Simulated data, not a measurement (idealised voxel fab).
You're looking at the process module voxel self aligned vias.
It is cross-section cut that appears here, measuring 235 nm in width, its square cells being 5 nm in size.
Think of the cross-section as a grid of square cells. We describe it in bands, top to bottom, and each band covers one or more rows of those cells.
Top height, bottom height, nm. Materials left to right, width each, nm. Single material + "full width" = fills band edge to edge. "empty" = empty.
Where do heights start? At 0: under that level the wafer as delivered is made of one material only. And the lowest band has no floor; it just carries on downward, as in "z 0 and below".
A width such as "30->40" changes by the same amount from each row of cells to the next, from the band's top row to its bottom row.
"changes: none" after a step means that no cell of the cross-section changed.
Entry "Enclosed cavities" = empty spaces >= 8 cells with no open way to the top; each as width x height at distance, distance from left edge, all nm.
Post-settings text on a step line: simulator's own remark regarding the step.
overlay nm: mask offset rightward from planned place, masked step; negative means leftward offset.

-- List of planned process steps
1) RECEIVE [material Si]
2) CONFORMAL_DEP [material SiO2] [thk nm 10]
3) CONFORMAL_DEP [material SiCN] [thk nm 5]
4) DIRECTIONAL_DEP [material lowk] [thk nm 30]
5) DIRECTIONAL_DEP [material aC] [thk nm 10]
6) PATTERN [tone open] [mask id LINES] [material resist] [width nm 15] [pitch nm 55] [thk nm 30] [overlay nm 0]
7) DIRECTIONAL_ETCH [etch materials aC] [depth nm 10]
8) STRIP [etch materials resist]
9) DIRECTIONAL_ETCH [etch materials lowk] [depth nm 30]
10) STRIP [etch materials aC]
11) CONFORMAL_DEP [material TiN] [thk nm 5]
12) FILL_DEP [material Ru] [thk nm 10]
13) CMP [height nm 45]
14) SELECTIVE_ETCH [etch materials W Ru TiN] [depth nm 10]
15) FILL_DEP [material SiN] [thk nm 10]
16) CMP [height nm 45]
17) DIRECTIONAL_DEP [material lowk] [thk nm 15]
18) PATTERN [tone open] [mask id VIAS] [material resist] [width nm 30] [pitch nm 110] [thk nm 15] [overlay nm 0]
19) DIRECTIONAL_ETCH [etch materials lowk] [depth nm 15]
20) DIRECTIONAL_ETCH [etch materials SiN] [depth nm 10]
21) STRIP [etch materials resist]
22) CONFORMAL_DEP [material TiN] [thk nm 5]
23) FILL_DEP [material Cu] [thk nm 5]
24) CMP [height nm 60]
25) CONFORMAL_DEP [material SiN] [thk nm 5]
Variable across wafers: step 6 width nm (plan value is that of the first wafer; starting state common to all).

-- As-received cross-section, first of several wafers, post step 1
	z 0 and below | Si full width
	Enclosed cavities: none

-- Basically each wafer gets a line in the table, showing it at the end of the module: material by material, the cells it gained (+) or lost (-) since we got it, then its closed voids
width nm 15, +20 Cu, +9 Ru, +47 SiCN, +53 SiN, +94 SiO2, +55 TiN, +333 lowk, Enclosed cavities: none
width nm 20, +24 Cu, +18 Ru, +47 SiCN, +55 SiN, +94 SiO2, +58 TiN, +315 lowk, Enclosed cavities: none
width nm 25, +28 Cu, +27 Ru, +47 SiCN, +57 SiN, +94 SiO2, +61 TiN, +297 lowk, Enclosed cavities: none
width nm 30, +32 Cu, +36 Ru, +47 SiCN, +59 SiN, +94 SiO2, +64 TiN, +279 lowk, Enclosed cavities: none
width nm 35, +32 Cu, +45 Ru, +47 SiCN, +65 SiN, +94 SiO2, +67 TiN, +261 lowk, Enclosed cavities: none
